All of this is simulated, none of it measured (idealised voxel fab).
process module | voxel wiring stack
cross-section cut | 245 nm wide | cells 5 nm
A cross-section is a grid of square cells, given in bands from the top down. A band is one or more rows of cells.
Each band's line starts with the height of the band's top and of its bottom, in nm. Then come its materials from left to right, each with its width in nm. One material with "throughout" fills the band from edge to edge. "air" is empty space.
Height 0 is the level under which the wafer as received is all one material. The lowest band goes on downwards, as in "0 down".
A width such as "30 to 40" changes by the same amount from each row of cells to the next, from the band's top row to its bottom row.
"no change" after a step means that no cell of the cross-section changed.
closed voids: empty space of 8 cells or more with no open way to the top, each as width x height at its distance from the left edge, in nm
after a step's settings: what the simulator itself notes on the step
overlay nm, on a step with a mask: how far to the right of its planned place the mask lay; to the left if negative
plan
1 op RECEIVE | material Si
2 op CONFORMAL_DEP | material SiO2 | thk nm 10
3 op DIRECTIONAL_DEP | material TiN | thk nm 5
4 op DIRECTIONAL_DEP | material Ru | thk nm 20
5 op PATTERN | tone cover | mask id METAL_1 | material resist | width nm 20 | pitch nm 35 | thk nm 15 | overlay nm 0
6 op DIRECTIONAL_ETCH | etch materials Ru | depth nm 20
7 op DIRECTIONAL_ETCH | etch materials TiN | depth nm 5
8 op STRIP | etch materials resist
9 op CONFORMAL_DEP | material SiN | thk nm 5
10 op FILL_DEP | material SiO2 | thk nm 5
11 op CMP | height nm 35
12 op CONFORMAL_DEP | material SiCN | thk nm 5
13 op DIRECTIONAL_DEP | material SiO2 | thk nm 20
14 op DIRECTIONAL_DEP | material aC | thk nm 15
15 op PATTERN | tone open | mask id PLUG_1 | material resist | width nm 15 | pitch nm 70 | thk nm 30 | overlay nm 0
16 op DIRECTIONAL_ETCH | etch materials aC | depth nm 15
17 op STRIP | etch materials resist
18 op DIRECTIONAL_ETCH | etch materials SiO2 | depth nm 20
19 op DIRECTIONAL_ETCH | etch materials SiCN | depth nm 5
20 op STRIP | etch materials aC
21 op EPI | material Ru | thk nm 10
22 op EPI | material Ru | thk nm 10
23 op EPI | material Ru | thk nm 5
24 op DIRECTIONAL_DEP | material TiN | thk nm 5
25 op DIRECTIONAL_DEP | material Ru | thk nm 20
26 op MASKED_ETCH | tone cover | mask id METAL_2 | width nm 20 | pitch nm 35 | etch materials Ru | depth nm 20 | overlay nm 0
27 op MASKED_ETCH | tone cover | mask id METAL_2 | width nm 20 | pitch nm 35 | etch materials TiN | depth nm 5 | overlay nm 0
28 op FILL_DEP | material SiO2 | thk nm 10
29 op CMP | height nm 85
30 op CONFORMAL_DEP | material SiCN | thk nm 5
31 op DIRECTIONAL_DEP | material SiO2 | thk nm 15
32 op MASKED_ETCH | tone open | mask id PLUG_2 | width nm 15 | pitch nm 35 | etch materials SiO2 | depth nm 15 | overlay nm 0
33 op MASKED_ETCH | tone open | mask id PLUG_2 | width nm 15 | pitch nm 35 | etch materials SiCN | depth nm 5 | overlay nm 0
34 op CONFORMAL_DEP | material TiN | thk nm 5
35 op FILL_DEP | material W | thk nm 5
36 op CMP | height nm 105
37 op DIRECTIONAL_DEP | material TiN | thk nm 5
38 op DIRECTIONAL_DEP | material W | thk nm 25
39 op PATTERN | tone cover | mask id METAL_3 | material resist | width nm 20 | pitch nm 35 | thk nm 20 | overlay nm 0
40 op DIRECTIONAL_ETCH | etch materials W | depth nm 25
41 op DIRECTIONAL_ETCH | etch materials TiN | depth nm 5
42 op STRIP | etch materials resist
43 op FILL_DEP | material SiO2 | thk nm 5
44 op CMP | height nm 135
45 op CONFORMAL_DEP | material SiN | thk nm 5
as received, after step 1
  0 down: Si throughout
  closed voids: none
first wafer at the end, as planned
  140 to 135: SiN throughout
  135 to 110: SiO2 60 | W 20 | SiO2 15 | W 20 | SiO2 15 | W 20 | SiO2 15 | W 20 | SiO2 60
  110 to 105: SiO2 60 | TiN 20 | SiO2 15 | TiN 20 | SiO2 15 | TiN 20 | SiO2 15 | TiN 20 | SiO2 60
  105 to 90: SiO2 60 | TiN 5 | W 5 | TiN 5 | SiO2 20 | TiN 5 | W 5 | TiN 5 | SiO2 20 | TiN 5 | W 5 | TiN 5 | SiO2 20 | TiN 5 | W 5 | TiN 5 | SiO2 65
  90 to 85: SiCN 60 | TiN 15 | SiCN 20 | TiN 15 | SiCN 20 | TiN 15 | SiCN 20 | TiN 15 | SiCN 65
  85 to 65: SiO2 60 | Ru 20 | SiO2 15 | Ru 20 | SiO2 15 | Ru 20 | SiO2 15 | Ru 20 | SiO2 60
  65 to 60: SiO2 60 | TiN 20 | SiO2 15 | TiN 20 | SiO2 15 | TiN 20 | SiO2 15 | TiN 20 | SiO2 60
  60 to 40: SiO2 60 | Ru 15 | SiO2 55 | Ru 15 | SiO2 100
  40 to 35: SiCN 60 | Ru 15 | SiCN 55 | Ru 15 | SiCN 100
  35 to 15: SiO2 55 | SiN 5 | Ru 20 | SiN 5 | SiO2 5 | SiN 5 | Ru 20 | SiN 5 | SiO2 5 | SiN 5 | Ru 20 | SiN 5 | SiO2 5 | SiN 5 | Ru 20 | SiN 5 | SiO2 55
  15 to 10: SiN 60 | TiN 20 | SiN 15 | TiN 20 | SiN 15 | TiN 20 | SiN 15 | TiN 20 | SiN 60
  10 to 0: SiO2 throughout
  0 down: Si throughout
  closed voids: none
second wafer at the end: like start, like plan, one mistake
  140 to 135: SiN throughout
  135 to 110: SiO2 60 | W 20 | SiO2 15 | W 20 | SiO2 15 | W 20 | SiO2 15 | W 20 | SiO2 60
  110 to 105: SiO2 60 | TiN 20 | SiO2 15 | TiN 20 | SiO2 15 | TiN 20 | SiO2 15 | TiN 20 | SiO2 60
  105 to 90: SiO2 60 | TiN 5 | W 5 | TiN 5 | SiO2 20 | TiN 5 | W 5 | TiN 5 | SiO2 20 | TiN 5 | W 5 | TiN 5 | SiO2 20 | TiN 5 | W 5 | TiN 5 | SiO2 65
  90 to 85: SiCN 60 | TiN 15 | SiCN 20 | TiN 15 | SiCN 20 | TiN 15 | SiCN 20 | TiN 15 | SiCN 65
  85 to 75: SiO2 60 | Ru 20 | SiO2 15 | Ru 20 | SiO2 15 | Ru 20 | SiO2 15 | Ru 20 | SiO2 60
  75 to 70: SiO2 60 | TiN 20 | SiO2 15 | Ru 20 | SiO2 15 | TiN 20 | SiO2 15 | Ru 20 | SiO2 60
  70 to 65: SiO2 50 | Ru 35 | SiO2 10 | Ru 20 | SiO2 5 | Ru 35 | SiO2 10 | Ru 20 | SiO2 60
  65 to 60: SiO2 50 | Ru 35 | SiO2 10 | TiN 20 | SiO2 5 | Ru 35 | SiO2 10 | TiN 20 | SiO2 60
  60 to 40: SiO2 60 | Ru 15 | SiO2 55 | Ru 15 | SiO2 100
  40 to 35: SiCN 60 | Ru 15 | SiCN 55 | Ru 15 | SiCN 100
  35 to 15: SiO2 55 | SiN 5 | Ru 20 | SiN 5 | SiO2 5 | SiN 5 | Ru 20 | SiN 5 | SiO2 5 | SiN 5 | Ru 20 | SiN 5 | SiO2 5 | SiN 5 | Ru 20 | SiN 5 | SiO2 55
  15 to 10: SiN 60 | TiN 20 | SiN 15 | TiN 20 | SiN 15 | TiN 20 | SiN 15 | TiN 20 | SiN 60
  10 to 0: SiO2 throughout
  0 down: Si throughout
  closed voids: none
what went wrong: one of the steps 21 and 22, which are alike, was run twice
at the end the second wafer has, in cells: 12 more of Ru | 12 fewer of SiO2
